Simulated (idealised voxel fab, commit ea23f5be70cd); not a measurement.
Name of the process module below: voxel self aligned contacts
FYI the section here is cut, 300 nm wide, cells are 5 nm squares.
If you're reading a cross-section in this doc, picture square cells in a grid; it comes to you as bands, top ones listed first down to the bottom, and a band can be one or more rows of cells. Band entry format. Leading values: height of top, height of bottom, nm. Remainder: materials in left-to-right order, each with its width in nm. Special words: "throughout" on a single material, which then fills the band edge to edge; "empty", empty space. The level at which height equals 0 is the one under which the wafer, as it arrives, is entirely one material. No lower edge exists for the bottom band, which continues downward and is notated as in "0 -> down". Width: "30 to 40" (first number = top row, second number = bottom row, same change from row to row of cells). "remains unaltered", as given for a step, is the statement that not any cell of the cross-section underwent a change during that step. Empty spaces without an open route to the top, at least 8 cells in extent, make up the entry "Cavities, closed"; each is given as width x height at distance, where the distance is measured from the left edge, and all are in nm. after a step's settings: what the simulator itself notes on the step. If you see "overlay nm" on a step's line and that step has a mask, it's telling you how far right of where it was planned the mask ended up; a negative number means it went left instead. For the reader: what remains of this document is a series of pairs, each showing a cross-section before one process step and a cross-section after that step which reaches down only to the lowest band that changed, with the step between them and its settings set out under the pair. It should not be assumed that a pair continues from the pair above it; the pairs can come from different runs of this module on the same starting wafer, and such continuity exists only where the entry headed "Pre-step geometry" says so.
PRE-STEP GEOMETRY
  65 -> 60 | W throughout
  60 -> 55 | 90 nm TiN / 45 nm W / 30 nm TiN / 45 nm W / 90 nm TiN
  55 -> 50 | 85 nm SiO2 / 15 nm TiN / 15 nm W / 25 nm TiN / 20 nm SiO2 / 15 nm TiN / 15 nm W / 25 nm TiN / 85 nm SiO2
  50 -> 30 | 45 nm SiO2 / 50 nm SiN / 5 nm TiN / 15 nm W / 5 nm TiN / 50 nm SiN / 5 nm TiN / 15 nm W / 5 nm TiN / 50 nm SiN / 55 nm SiO2
  30 -> 25 | 45 nm SiO2 / 50 nm SiN / 10 nm TiN / 10 nm W / 5 nm TiN / 50 nm SiN / 10 nm TiN / 10 nm W / 5 nm TiN / 50 nm SiN / 55 nm SiO2
  25 -> 0 | 45 nm SiO2 / 10 nm SiN / 35 nm polySi / 10 nm SiN / 5 nm TiN / 10 nm W / 5 nm TiN / 10 nm SiN / 35 nm polySi / 10 nm SiN / 5 nm TiN / 10 nm W / 5 nm TiN / 10 nm SiN / 35 nm polySi / 10 nm SiN / 50 nm SiO2
  0 -> -5 | 100 nm SiO2 / 20 nm TiN / 55 nm SiO2 / 20 nm TiN / 105 nm SiO2
  -5 -> down | Si throughout
  Cavities, closed: none
STRUCTURE AFTER STEP
  55 -> 50 | 85 nm SiO2 / 15 nm TiN / 15 nm W / 25 nm TiN / 20 nm SiO2 / 15 nm TiN / 15 nm W / 25 nm TiN / 85 nm SiO2
  For the remainder of the cross-section, below 50, there is no change.
  Cavities, closed: none
In between the cross-sections above, the run called for CMP, height nm 55
Pre-step geometry: the wafer arrives at this step looking as the after cross-section in the pair just above shows it.
STRUCTURE AFTER STEP
  60 -> 55 | SiN throughout
  For the remainder of the cross-section, below 55, there is no change.
  Cavities, closed: none
In between the cross-sections above, the run called for CONFORMAL_DEP, material SiN, thk nm 5
PRE-STEP GEOMETRY
  50 -> 25 | 60 nm empty / 30 nm SiN / 45 nm empty / 30 nm SiN / 45 nm empty / 30 nm SiN / 60 nm empty
  25 -> 0 | 60 nm empty / 30 nm polySi / 45 nm empty / 30 nm polySi / 45 nm empty / 30 nm polySi / 60 nm empty
  0 -> -5 | SiO2 throughout
  -5 -> down | Si throughout
  Cavities, closed: none
STRUCTURE AFTER STEP
  60 -> 50 | 50 nm empty / 50 nm W / 25 nm empty / 50 nm W / 25 nm empty / 50 nm W / 50 nm empty
  50 -> 25 | 50 nm empty / 10 nm W / 30 nm SiN / 10 nm W / 25 nm empty / 10 nm W / 30 nm SiN / 10 nm W / 25 nm empty / 10 nm W / 30 nm SiN / 10 nm W / 50 nm empty
  25 -> 10 | 50 nm empty / 10 nm W / 30 nm polySi / 10 nm W / 25 nm empty / 10 nm W / 30 nm polySi / 10 nm W / 25 nm empty / 10 nm W / 30 nm polySi / 10 nm W / 50 nm empty
  10 -> 0 | 60 nm W / 30 nm polySi / 45 nm W / 30 nm polySi / 45 nm W / 30 nm polySi / 60 nm W
  For the remainder of the cross-section, below 0, there is no change.
  Cavities, closed: none
In between the cross-sections above, the run called for CONFORMAL_DEP, material W, thk nm 10
Pre-step geometry: the wafer arrives at this step looking as the after cross-section in the pair just above shows it.
STRUCTURE AFTER STEP
  75 -> 60 | SiO2 throughout
  60 -> 50 | 50 nm SiO2 / 50 nm W / 25 nm SiO2 / 50 nm W / 25 nm SiO2 / 50 nm W / 50 nm SiO2
  50 -> 25 | 50 nm SiO2 / 10 nm W / 30 nm SiN / 10 nm W / 25 nm SiO2 / 10 nm W / 30 nm SiN / 10 nm W / 25 nm SiO2 / 10 nm W / 30 nm SiN / 10 nm W / 50 nm SiO2
  25 -> 10 | 50 nm SiO2 / 10 nm W / 30 nm polySi / 10 nm W / 25 nm SiO2 / 10 nm W / 30 nm polySi / 10 nm W / 25 nm SiO2 / 10 nm W / 30 nm polySi / 10 nm W / 50 nm SiO2
  For the remainder of the cross-section, below 10, there is no change.
  Cavities, closed: none
In between the cross-sections above, the run called for FILL_DEP, material SiO2, thk nm 15
Pre-step geometry: the wafer arrives at this step looking as the after cross-section in the pair just above shows it.
STRUCTURE AFTER STEP
  55 -> 50 | 50 nm SiO2 / 50 nm W / 25 nm SiO2 / 50 nm W / 25 nm SiO2 / 50 nm W / 50 nm SiO2
  For the remainder of the cross-section, below 50, there is no change.
  Cavities, closed: none
In between the cross-sections above, the run called for CMP, height nm 55
Pre-step geometry: the wafer arrives at this step looking as the after cross-section in the pair just above shows it.
STRUCTURE AFTER STEP
  70 -> 55 | 85 nm resist / 55 nm empty / 20 nm resist / 55 nm empty / 85 nm resist
  For the remainder of the cross-section, below 55, there is no change.
  Cavities, closed: none
In between the cross-sections above, the run called for PATTERN, tone open, mask id CONTACT, material resist, width nm 55, pitch nm 75, thk nm 15, overlay nm 0
Pre-step geometry: the wafer arrives at this step looking as the after cross-section in the pair just above shows it.
STRUCTURE AFTER STEP
  70 -> 55 | 85 nm resist / 55 nm empty / 20 nm resist / 55 nm empty / 85 nm resist
  55 -> 50 | 50 nm SiO2 / 50 nm W / 25 nm empty / 50 nm W / 25 nm empty / 50 nm W / 50 nm SiO2
  50 -> 25 | 50 nm SiO2 / 10 nm W / 30 nm SiN / 10 nm W / 25 nm empty / 10 nm W / 30 nm SiN / 10 nm W / 25 nm empty / 10 nm W / 30 nm SiN / 10 nm W / 50 nm SiO2
  25 -> 10 | 50 nm SiO2 / 10 nm W / 30 nm polySi / 10 nm W / 25 nm empty / 10 nm W / 30 nm polySi / 10 nm W / 25 nm empty / 10 nm W / 30 nm polySi / 10 nm W / 50 nm SiO2
  For the remainder of the cross-section, below 10, there is no change.
  Cavities, closed: none
In between the cross-sections above, the run called for DIRECTIONAL_ETCH, etch materials SiO2, depth nm 60
Pre-step geometry: the wafer arrives at this step looking as the after cross-section in the pair just above shows it.
STRUCTURE AFTER STEP
  55 -> 50 | 50 nm SiO2 / 50 nm W / 25 nm empty / 50 nm W / 25 nm empty / 50 nm W / 50 nm SiO2
  For the remainder of the cross-section, below 50, there is no change.
  Cavities, closed: none
In between the cross-sections above, the run called for STRIP, etch materials resist
Pre-step geometry: the wafer arrives at this step looking as the after cross-section in the pair just above shows it.
STRUCTURE AFTER STEP
  60 -> 55 | 105 nm TiN / 15 nm empty / 60 nm TiN / 15 nm empty / 105 nm TiN
  55 -> 50 | 50 nm SiO2 / 50 nm W / 5 nm TiN / 15 nm empty / 5 nm TiN / 50 nm W / 5 nm TiN / 15 nm empty / 5 nm TiN / 50 nm W / 50 nm SiO2
  50 -> 25 | 50 nm SiO2 / 10 nm W / 30 nm SiN / 10 nm W / 5 nm TiN / 15 nm empty / 5 nm TiN / 10 nm W / 30 nm SiN / 10 nm W / 5 nm TiN / 15 nm empty / 5 nm TiN / 10 nm W / 30 nm SiN / 10 nm W / 50 nm SiO2
  25 -> 15 | 50 nm SiO2 / 10 nm W / 30 nm polySi / 10 nm W / 5 nm TiN / 15 nm empty / 5 nm TiN / 10 nm W / 30 nm polySi / 10 nm W / 5 nm TiN / 15 nm empty / 5 nm TiN / 10 nm W / 30 nm polySi / 10 nm W / 50 nm SiO2
  15 -> 10 | 50 nm SiO2 / 10 nm W / 30 nm polySi / 10 nm W / 25 nm TiN / 10 nm W / 30 nm polySi / 10 nm W / 25 nm TiN / 10 nm W / 30 nm polySi / 10 nm W / 50 nm SiO2
  For the remainder of the cross-section, below 10, there is no change.
  Cavities, closed: none
In between the cross-sections above, the run called for CONFORMAL_DEP, material TiN, thk nm 5
Pre-step geometry: the wafer arrives at this step looking as the after cross-section in the pair just above shows it.
STRUCTURE AFTER STEP
  65 -> 60 | W throughout
  60 -> 55 | 105 nm TiN / 15 nm W / 60 nm TiN / 15 nm W / 105 nm TiN
  55 -> 50 | 50 nm SiO2 / 50 nm W / 5 nm TiN / 15 nm W / 5 nm TiN / 50 nm W / 5 nm TiN / 15 nm W / 5 nm TiN / 50 nm W / 50 nm SiO2
  50 -> 25 | 50 nm SiO2 / 10 nm W / 30 nm SiN / 10 nm W / 5 nm TiN / 15 nm W / 5 nm TiN / 10 nm W / 30 nm SiN / 10 nm W / 5 nm TiN / 15 nm W / 5 nm TiN / 10 nm W / 30 nm SiN / 10 nm W / 50 nm SiO2
  25 -> 15 | 50 nm SiO2 / 10 nm W / 30 nm polySi / 10 nm W / 5 nm TiN / 15 nm W / 5 nm TiN / 10 nm W / 30 nm polySi / 10 nm W / 5 nm TiN / 15 nm W / 5 nm TiN / 10 nm W / 30 nm polySi / 10 nm W / 50 nm SiO2
  For the remainder of the cross-section, below 15, there is no change.
  Cavities, closed: none
In between the cross-sections above, the run called for FILL_DEP, material W, thk nm 5
Pre-step geometry: the wafer arrives at this step looking as the after cross-section in the pair just above shows it.
STRUCTURE AFTER STEP
  55 -> 50 | 50 nm SiO2 / 50 nm W / 5 nm TiN / 15 nm W / 5 nm TiN / 50 nm W / 5 nm TiN / 15 nm W / 5 nm TiN / 50 nm W / 50 nm SiO2
  For the remainder of the cross-section, below 50, there is no change.
  Cavities, closed: none
In between the cross-sections above, the run called for CMP, height nm 55
Pre-step geometry: the wafer arrives at this step looking as the after cross-section in the pair just above shows it.
STRUCTURE AFTER STEP
  60 -> 55 | SiN throughout
  For the remainder of the cross-section, below 55, there is no change.
  Cavities, closed: none
In between the cross-sections above, the run called for CONFORMAL_DEP, material SiN, thk nm 5
PRE-STEP GEOMETRY
  55 -> 50 | SiO2 throughout
  50 -> 25 | 50 nm SiO2 / 50 nm SiN / 25 nm SiO2 / 50 nm SiN / 25 nm SiO2 / 50 nm SiN / 50 nm SiO2
  25 -> 0 | 50 nm SiO2 / 10 nm SiN / 30 nm polySi / 10 nm SiN / 25 nm SiO2 / 10 nm SiN / 30 nm polySi / 10 nm SiN / 25 nm SiO2 / 10 nm SiN / 30 nm polySi / 10 nm SiN / 50 nm SiO2
  0 -> -5 | SiO2 throughout
  -5 -> down | Si throughout
  Cavities, closed: none
STRUCTURE AFTER STEP
  70 -> 55 | 85 nm empty / 55 nm resist / 20 nm empty / 55 nm resist / 85 nm empty
  For the remainder of the cross-section, below 55, there is no change.
  Cavities, closed: none
In between the cross-sections above, the run called for PATTERN, tone cover, mask id CONTACT, material resist, width nm 55, pitch nm 75, thk nm 15, overlay nm 0
Pre-step geometry: the wafer arrives at this step looking as the after cross-section in the pair just above shows it.
STRUCTURE AFTER STEP
  70 -> 55 | 85 nm empty / 55 nm resist / 20 nm empty / 55 nm resist / 85 nm empty
  55 -> 50 | 85 nm empty / 55 nm SiO2 / 20 nm empty / 55 nm SiO2 / 85 nm empty
  50 -> 25 | 50 nm empty / 50 nm SiN / 25 nm SiO2 / 50 nm SiN / 25 nm SiO2 / 50 nm SiN / 50 nm empty
  25 -> 0 | 50 nm empty / 10 nm SiN / 30 nm polySi / 10 nm SiN / 25 nm SiO2 / 10 nm SiN / 30 nm polySi / 10 nm SiN / 25 nm SiO2 / 10 nm SiN / 30 nm polySi / 10 nm SiN / 50 nm empty
  0 -> -5 | 50 nm empty / 200 nm SiO2 / 50 nm empty
  For the remainder of the cross-section, below -5, there is no change.
  Cavities, closed: none
In between the cross-sections above, the run called for DIRECTIONAL_ETCH, etch materials SiO2, depth nm 60
Pre-step geometry: the wafer arrives at this step looking as the after cross-section in the pair just above shows it.
STRUCTURE AFTER STEP
  55 -> 50 | 85 nm empty / 55 nm SiO2 / 20 nm empty / 55 nm SiO2 / 85 nm empty
  For the remainder of the cross-section, below 50, there is no change.
  Cavities, closed: none
In between the cross-sections above, the run called for STRIP, etch materials resist
Pre-step geometry: the wafer arrives at this step looking as the after cross-section in the pair just above shows it.
STRUCTURE AFTER STEP
  60 -> 55 | 80 nm empty / 65 nm TiN / 10 nm empty / 65 nm TiN / 80 nm empty
  55 -> 50 | 45 nm empty / 40 nm TiN / 55 nm SiO2 / 20 nm TiN / 55 nm SiO2 / 40 nm TiN / 45 nm empty
  50 -> 25 | 45 nm empty / 5 nm TiN / 50 nm SiN / 25 nm SiO2 / 50 nm SiN / 25 nm SiO2 / 50 nm SiN / 5 nm TiN / 45 nm empty
  25 -> 0 | 45 nm empty / 5 nm TiN / 10 nm SiN / 30 nm polySi / 10 nm SiN / 25 nm SiO2 / 10 nm SiN / 30 nm polySi / 10 nm SiN / 25 nm SiO2 / 10 nm SiN / 30 nm polySi / 10 nm SiN / 5 nm TiN / 45 nm empty
  0 -> -5 | 50 nm TiN / 200 nm SiO2 / 50 nm TiN
  For the remainder of the cross-section, below -5, there is no change.
  Cavities, closed: none
In between the cross-sections above, the run called for CONFORMAL_DEP, material TiN, thk nm 5
Pre-step geometry: the wafer arrives at this step looking as the after cross-section in the pair just above shows it.
STRUCTURE AFTER STEP
  65 -> 60 | W throughout
  60 -> 55 | 80 nm W / 65 nm TiN / 10 nm W / 65 nm TiN / 80 nm W
  55 -> 50 | 45 nm W / 40 nm TiN / 55 nm SiO2 / 20 nm TiN / 55 nm SiO2 / 40 nm TiN / 45 nm W
  50 -> 25 | 45 nm W / 5 nm TiN / 50 nm SiN / 25 nm SiO2 / 50 nm SiN / 25 nm SiO2 / 50 nm SiN / 5 nm TiN / 45 nm W
  25 -> 0 | 45 nm W / 5 nm TiN / 10 nm SiN / 30 nm polySi / 10 nm SiN / 25 nm SiO2 / 10 nm SiN / 30 nm polySi / 10 nm SiN / 25 nm SiO2 / 10 nm SiN / 30 nm polySi / 10 nm SiN / 5 nm TiN / 45 nm W
  For the remainder of the cross-section, below 0, there is no change.
  Cavities, closed: none
In between the cross-sections above, the run called for FILL_DEP, material W, thk nm 5
Pre-step geometry: the wafer arrives at this step looking as the after cross-section in the pair just above shows it.
STRUCTURE AFTER STEP
  55 -> 50 | 45 nm W / 40 nm TiN / 55 nm SiO2 / 20 nm TiN / 55 nm SiO2 / 40 nm TiN / 45 nm W
  For the remainder of the cross-section, below 50, there is no change.
  Cavities, closed: none
In between the cross-sections above, the run called for CMP, height nm 55
Pre-step geometry: the wafer arrives at this step looking as the after cross-section in the pair just above shows it.
STRUCTURE AFTER STEP
  60 -> 55 | SiN throughout
  For the remainder of the cross-section, below 55, there is no change.
  Cavities, closed: none
In between the cross-sections above, the run called for CONFORMAL_DEP, material SiN, thk nm 5
